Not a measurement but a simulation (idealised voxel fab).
process module | voxel capacitor over wiring
cross-section cut | 240 nm wide | cells 5 nm
A cross-section is a grid of square cells, given in bands from the top down. A band is one or more rows of cells.
Each band's line starts with the height of the band's top and of its bottom, in nm. Then come its materials from left to right, each with its width in nm. One material with "throughout" fills the band from edge to edge. "air" is empty space.
Height 0 is the level under which the wafer as received is all one material. The lowest band goes on downwards, as in "0 down".
A width such as "30 to 40" changes by the same amount from each row of cells to the next, from the band's top row to its bottom row.
"no change" after a step means that no cell of the cross-section changed.
closed voids: empty space of 8 cells or more with no open way to the top, each as width x height at its distance from the left edge, in nm
after a step's settings: what the simulator itself notes on the step
overlay nm, on a step with a mask: how far to the right of its planned place the mask lay; to the left if negative
plan
1 op RECEIVE | material Si
2 op CONFORMAL_DEP | material SiO2 | thk nm 15
3 op CONFORMAL_DEP | material SiCN | thk nm 5
4 op DIRECTIONAL_DEP | material SiO2 | thk nm 15
5 op PATTERN | tone open | mask id METAL_1 | material resist | width nm 25 | pitch nm 85 | thk nm 15 | overlay nm 0
6 op DIRECTIONAL_ETCH | etch materials SiO2 | depth nm 15
7 op DIRECTIONAL_ETCH | etch materials SiCN | depth nm 5
8 op STRIP | etch materials resist
9 op CONFORMAL_DEP | material TiN | thk nm 5
10 op FILL_DEP | material Ru | thk nm 10
11 op CMP | height nm 35
12 op CONFORMAL_DEP | material SiCN | thk nm 5
13 op DIRECTIONAL_DEP | material lowk | thk nm 10
14 op PATTERN | tone open | mask id PLUG_1 | material resist | width nm 15 | thk nm 20 | overlay nm 0
15 op DIRECTIONAL_ETCH | etch materials lowk | depth nm 10
16 op DIRECTIONAL_ETCH | etch materials SiCN | depth nm 5
17 op STRIP | etch materials resist
18 op EPI | material Ru | thk nm 10
19 op EPI | material Ru | thk nm 5
20 op DIRECTIONAL_DEP | material TiN | thk nm 5
21 op DIRECTIONAL_DEP | material Al2O3 | thk nm 5
22 op DIRECTIONAL_DEP | material TiN | thk nm 5
23 op DIRECTIONAL_DEP | material aC | thk nm 15
24 op PATTERN | tone cover | mask id UPPER_PLATE | material resist | width nm 65 | thk nm 30 | overlay nm 0
25 op DIRECTIONAL_ETCH | etch materials aC | depth nm 15
26 op STRIP | etch materials resist
27 op DIRECTIONAL_ETCH | etch materials TiN | depth nm 5
28 op DIRECTIONAL_ETCH | etch materials Al2O3 | depth nm 5
29 op STRIP | etch materials aC
30 op PATTERN | tone cover | mask id LOWER_PLATE | material resist | width nm 75 | thk nm 20 | overlay nm 0
31 op DIRECTIONAL_ETCH | etch materials TiN | depth nm 5
32 op STRIP | etch materials resist
33 op FILL_DEP | material SiO2 | thk nm 15
34 op CMP | height nm 75
35 op DIRECTIONAL_DEP | material aC | thk nm 15
36 op PATTERN | tone open | mask id PLUG_2 | material resist | width nm 15 | thk nm 35 | overlay nm 0
37 op DIRECTIONAL_ETCH | etch materials aC | depth nm 15
38 op STRIP | etch materials resist
39 op DIRECTIONAL_ETCH | etch materials SiO2 | depth nm 10
40 op STRIP | etch materials aC
41 op CONFORMAL_DEP | material TiN | thk nm 5
42 op FILL_DEP | material W | thk nm 5
43 op CMP | height nm 75
44 op CONFORMAL_DEP | material SiCN | thk nm 5
first wafer, as planned
as received, after step 1
  0 down: Si throughout
  closed voids: none
after step 2
  15 to 0: SiO2 throughout
  below 0: unchanged
after step 3
  20 to 15: SiCN throughout
  below 15: unchanged
after step 4
  35 to 20: SiO2 throughout
  below 20: unchanged
after step 5
  50 to 35: resist 65 | air 25 | resist 60 | air 25 | resist 65
  below 35: unchanged
after step 6
  50 to 35: resist 65 | air 25 | resist 60 | air 25 | resist 65
  35 to 20: SiO2 65 | air 25 | SiO2 60 | air 25 | SiO2 65
  below 20: unchanged
after step 7
  50 to 35: resist 65 | air 25 | resist 60 | air 25 | resist 65
  35 to 20: SiO2 65 | air 25 | SiO2 60 | air 25 | SiO2 65
  20 to 15: SiCN 65 | air 25 | SiCN 60 | air 25 | SiCN 65
  below 15: unchanged
after step 8
  35 to 20: SiO2 65 | air 25 | SiO2 60 | air 25 | SiO2 65
  below 20: unchanged
after step 9
  40 to 35: TiN 70 | air 15 | TiN 70 | air 15 | TiN 70
  35 to 20: SiO2 65 | TiN 5 | air 15 | TiN 5 | SiO2 60 | TiN 5 | air 15 | TiN 5 | SiO2 65
  20 to 15: SiCN 65 | TiN 25 | SiCN 60 | TiN 25 | SiCN 65
  below 15: unchanged
after step 10
  50 to 40: Ru throughout
  40 to 35: TiN 70 | Ru 15 | TiN 70 | Ru 15 | TiN 70
  35 to 20: SiO2 65 | TiN 5 | Ru 15 | TiN 5 | SiO2 60 | TiN 5 | Ru 15 | TiN 5 | SiO2 65
  below 20: unchanged
after step 11
  35 to 20: SiO2 65 | TiN 5 | Ru 15 | TiN 5 | SiO2 60 | TiN 5 | Ru 15 | TiN 5 | SiO2 65
  below 20: unchanged
after step 12
  40 to 35: SiCN throughout
  below 35: unchanged
after step 13
  50 to 40: lowk throughout
  below 40: unchanged
after step 14
  70 to 50: resist 75 | air 15 | resist 150
  below 50: unchanged
after step 15
  70 to 50: resist 75 | air 15 | resist 150
  50 to 40: lowk 75 | air 15 | lowk 150
  below 40: unchanged
after step 16
  70 to 50: resist 75 | air 15 | resist 150
  50 to 40: lowk 75 | air 15 | lowk 150
  40 to 35: SiCN 75 | air 15 | SiCN 150
  below 35: unchanged
after step 17
  50 to 40: lowk 75 | air 15 | lowk 150
  below 40: unchanged
after step 18
  50 to 45: lowk 75 | air 15 | lowk 150
  45 to 40: lowk 75 | Ru 15 | lowk 150
  40 to 35: SiCN 75 | Ru 15 | SiCN 150
  below 35: unchanged
after step 19
  50 to 40: lowk 75 | Ru 15 | lowk 150
  below 40: unchanged
after step 20
  55 to 50: TiN throughout
  below 50: unchanged
after step 21
  60 to 55: Al2O3 throughout
  below 55: unchanged
after step 22
  65 to 60: TiN throughout
  below 60: unchanged
after step 23
  80 to 65: aC throughout
  below 65: unchanged
after step 24
  110 to 80: air 75 | resist 65 | air 100
  below 80: unchanged
after step 25
  95 to 80: air 75 | resist 65 | air 100
  80 to 65: air 75 | aC 65 | air 100
  below 65: unchanged
after step 26
  80 to 65: air 75 | aC 65 | air 100
  below 65: unchanged
after step 27
  80 to 65: air 75 | aC 65 | air 100
  65 to 60: air 75 | TiN 65 | air 100
  below 60: unchanged
after step 28
  80 to 65: air 75 | aC 65 | air 100
  65 to 60: air 75 | TiN 65 | air 100
  60 to 55: air 75 | Al2O3 65 | air 100
  below 55: unchanged
after step 29
  65 to 60: air 75 | TiN 65 | air 100
  below 60: unchanged
after step 30
  85 to 65: air 70 | resist 75 | air 95
  65 to 60: air 70 | resist 5 | TiN 65 | resist 5 | air 95
  60 to 55: air 70 | resist 5 | Al2O3 65 | resist 5 | air 95
  below 55: unchanged
after step 31
  85 to 65: air 70 | resist 75 | air 95
  65 to 60: air 70 | resist 5 | TiN 65 | resist 5 | air 95
  60 to 55: air 70 | resist 5 | Al2O3 65 | resist 5 | air 95
  55 to 50: air 70 | TiN 75 | air 95
  below 50: unchanged
after step 32
  65 to 60: air 75 | TiN 65 | air 100
  60 to 55: air 75 | Al2O3 65 | air 100
  below 55: unchanged
after step 33
  80 to 65: SiO2 throughout
  65 to 60: SiO2 75 | TiN 65 | SiO2 100
  60 to 55: SiO2 75 | Al2O3 65 | SiO2 100
  55 to 50: SiO2 70 | TiN 75 | SiO2 95
  below 50: unchanged
after step 34
  75 to 65: SiO2 throughout
  below 65: unchanged
after step 35
  90 to 75: aC throughout
  below 75: unchanged
after step 36
  125 to 90: resist 85 | air 15 | resist 140
  below 90: unchanged
after step 37
  110 to 90: resist 85 | air 15 | resist 140
  90 to 75: aC 85 | air 15 | aC 140
  below 75: unchanged
after step 38
  90 to 75: aC 85 | air 15 | aC 140
  below 75: unchanged
after step 39
  90 to 75: aC 85 | air 15 | aC 140
  75 to 65: SiO2 85 | air 15 | SiO2 140
  below 65: unchanged
after step 40
  75 to 65: SiO2 85 | air 15 | SiO2 140
  below 65: unchanged
after step 41
  80 to 75: TiN 90 | air 5 | TiN 145
  75 to 70: SiO2 85 | TiN 5 | air 5 | TiN 5 | SiO2 140
  70 to 60: SiO2 85 to 75 | TiN 15 to 65 | SiO2 140 to 100
  below 60: unchanged
after step 42
  85 to 80: W throughout
  80 to 75: TiN 90 | W 5 | TiN 145
  75 to 70: SiO2 85 | TiN 5 | W 5 | TiN 5 | SiO2 140
  below 70: unchanged
after step 43
  75 to 70: SiO2 85 | TiN 5 | W 5 | TiN 5 | SiO2 140
  below 70: unchanged
after step 44
  80 to 75: SiCN throughout
  below 75: unchanged
second wafer: like start, like plan, one mistake. Through step 1 it matches the first wafer
when step 2 should have ended
  15 to 0: Ru throughout
  below 0: unchanged
when step 3 should have ended
  20 to 15: SiCN throughout
  below 15: unchanged
when step 4 should have ended
  35 to 20: SiO2 throughout
  below 20: unchanged
when step 5 should have ended
  50 to 35: resist 65 | air 25 | resist 60 | air 25 | resist 65
  below 35: unchanged
when step 6 should have ended
  50 to 35: resist 65 | air 25 | resist 60 | air 25 | resist 65
  35 to 20: SiO2 65 | air 25 | SiO2 60 | air 25 | SiO2 65
  below 20: unchanged
when step 7 should have ended
  50 to 35: resist 65 | air 25 | resist 60 | air 25 | resist 65
  35 to 20: SiO2 65 | air 25 | SiO2 60 | air 25 | SiO2 65
  20 to 15: SiCN 65 | air 25 | SiCN 60 | air 25 | SiCN 65
  below 15: unchanged
when step 8 should have ended
  35 to 20: SiO2 65 | air 25 | SiO2 60 | air 25 | SiO2 65
  below 20: unchanged
when step 9 should have ended
  40 to 35: TiN 70 | air 15 | TiN 70 | air 15 | TiN 70
  35 to 20: SiO2 65 | TiN 5 | air 15 | TiN 5 | SiO2 60 | TiN 5 | air 15 | TiN 5 | SiO2 65
  20 to 15: SiCN 65 | TiN 25 | SiCN 60 | TiN 25 | SiCN 65
  below 15: unchanged
when step 10 should have ended
  50 to 40: Ru throughout
  40 to 35: TiN 70 | Ru 15 | TiN 70 | Ru 15 | TiN 70
  35 to 20: SiO2 65 | TiN 5 | Ru 15 | TiN 5 | SiO2 60 | TiN 5 | Ru 15 | TiN 5 | SiO2 65
  below 20: unchanged
when step 11 should have ended
  35 to 20: SiO2 65 | TiN 5 | Ru 15 | TiN 5 | SiO2 60 | TiN 5 | Ru 15 | TiN 5 | SiO2 65
  below 20: unchanged
when step 12 should have ended
  40 to 35: SiCN throughout
  below 35: unchanged
when step 13 should have ended
  50 to 40: lowk throughout
  below 40: unchanged
when step 14 should have ended
  70 to 50: resist 75 | air 15 | resist 150
  below 50: unchanged
when step 15 should have ended
  70 to 50: resist 75 | air 15 | resist 150
  50 to 40: lowk 75 | air 15 | lowk 150
  below 40: unchanged
when step 16 should have ended
  70 to 50: resist 75 | air 15 | resist 150
  50 to 40: lowk 75 | air 15 | lowk 150
  40 to 35: SiCN 75 | air 15 | SiCN 150
  below 35: unchanged
when step 17 should have ended
  50 to 40: lowk 75 | air 15 | lowk 150
  below 40: unchanged
when step 18 should have ended
  50 to 45: lowk 75 | air 15 | lowk 150
  45 to 40: lowk 75 | Ru 15 | lowk 150
  40 to 35: SiCN 75 | Ru 15 | SiCN 150
  below 35: unchanged
when step 19 should have ended
  50 to 40: lowk 75 | Ru 15 | lowk 150
  below 40: unchanged
when step 20 should have ended
  55 to 50: TiN throughout
  below 50: unchanged
when step 21 should have ended
  60 to 55: Al2O3 throughout
  below 55: unchanged
when step 22 should have ended
  65 to 60: TiN throughout
  below 60: unchanged
when step 23 should have ended
  80 to 65: aC throughout
  below 65: unchanged
when step 24 should have ended
  110 to 80: air 75 | resist 65 | air 100
  below 80: unchanged
when step 25 should have ended
  95 to 80: air 75 | resist 65 | air 100
  80 to 65: air 75 | aC 65 | air 100
  below 65: unchanged
when step 26 should have ended
  80 to 65: air 75 | aC 65 | air 100
  below 65: unchanged
when step 27 should have ended
  80 to 65: air 75 | aC 65 | air 100
  65 to 60: air 75 | TiN 65 | air 100
  below 60: unchanged
when step 28 should have ended
  80 to 65: air 75 | aC 65 | air 100
  65 to 60: air 75 | TiN 65 | air 100
  60 to 55: air 75 | Al2O3 65 | air 100
  below 55: unchanged
when step 29 should have ended
  65 to 60: air 75 | TiN 65 | air 100
  below 60: unchanged
when step 30 should have ended
  85 to 65: air 70 | resist 75 | air 95
  65 to 60: air 70 | resist 5 | TiN 65 | resist 5 | air 95
  60 to 55: air 70 | resist 5 | Al2O3 65 | resist 5 | air 95
  below 55: unchanged
when step 31 should have ended
  85 to 65: air 70 | resist 75 | air 95
  65 to 60: air 70 | resist 5 | TiN 65 | resist 5 | air 95
  60 to 55: air 70 | resist 5 | Al2O3 65 | resist 5 | air 95
  55 to 50: air 70 | TiN 75 | air 95
  below 50: unchanged
when step 32 should have ended
  65 to 60: air 75 | TiN 65 | air 100
  60 to 55: air 75 | Al2O3 65 | air 100
  below 55: unchanged
when step 33 should have ended
  80 to 65: SiO2 throughout
  65 to 60: SiO2 75 | TiN 65 | SiO2 100
  60 to 55: SiO2 75 | Al2O3 65 | SiO2 100
  55 to 50: SiO2 70 | TiN 75 | SiO2 95
  below 50: unchanged
when step 34 should have ended
  75 to 65: SiO2 throughout
  below 65: unchanged
when step 35 should have ended
  90 to 75: aC throughout
  below 75: unchanged
when step 36 should have ended
  125 to 90: resist 85 | air 15 | resist 140
  below 90: unchanged
when step 37 should have ended
  110 to 90: resist 85 | air 15 | resist 140
  90 to 75: aC 85 | air 15 | aC 140
  below 75: unchanged
when step 38 should have ended
  90 to 75: aC 85 | air 15 | aC 140
  below 75: unchanged
when step 39 should have ended
  90 to 75: aC 85 | air 15 | aC 140
  75 to 65: SiO2 85 | air 15 | SiO2 140
  below 65: unchanged
when step 40 should have ended
  75 to 65: SiO2 85 | air 15 | SiO2 140
  below 65: unchanged
when step 41 should have ended
  80 to 75: TiN 90 | air 5 | TiN 145
  75 to 70: SiO2 85 | TiN 5 | air 5 | TiN 5 | SiO2 140
  70 to 60: SiO2 85 to 75 | TiN 15 to 65 | SiO2 140 to 100
  below 60: unchanged
when step 42 should have ended
  85 to 80: W throughout
  80 to 75: TiN 90 | W 5 | TiN 145
  75 to 70: SiO2 85 | TiN 5 | W 5 | TiN 5 | SiO2 140
  below 70: unchanged
when step 43 should have ended
  75 to 70: SiO2 85 | TiN 5 | W 5 | TiN 5 | SiO2 140
  below 70: unchanged
when step 44 should have ended
  80 to 75: SiCN throughout
  below 75: unchanged
what went wrong: step 2 ran as: op CONFORMAL_DEP | material Ru | thk nm 15
at the end the second wafer has, in cells: 144 more of Ru | 144 fewer of SiO2
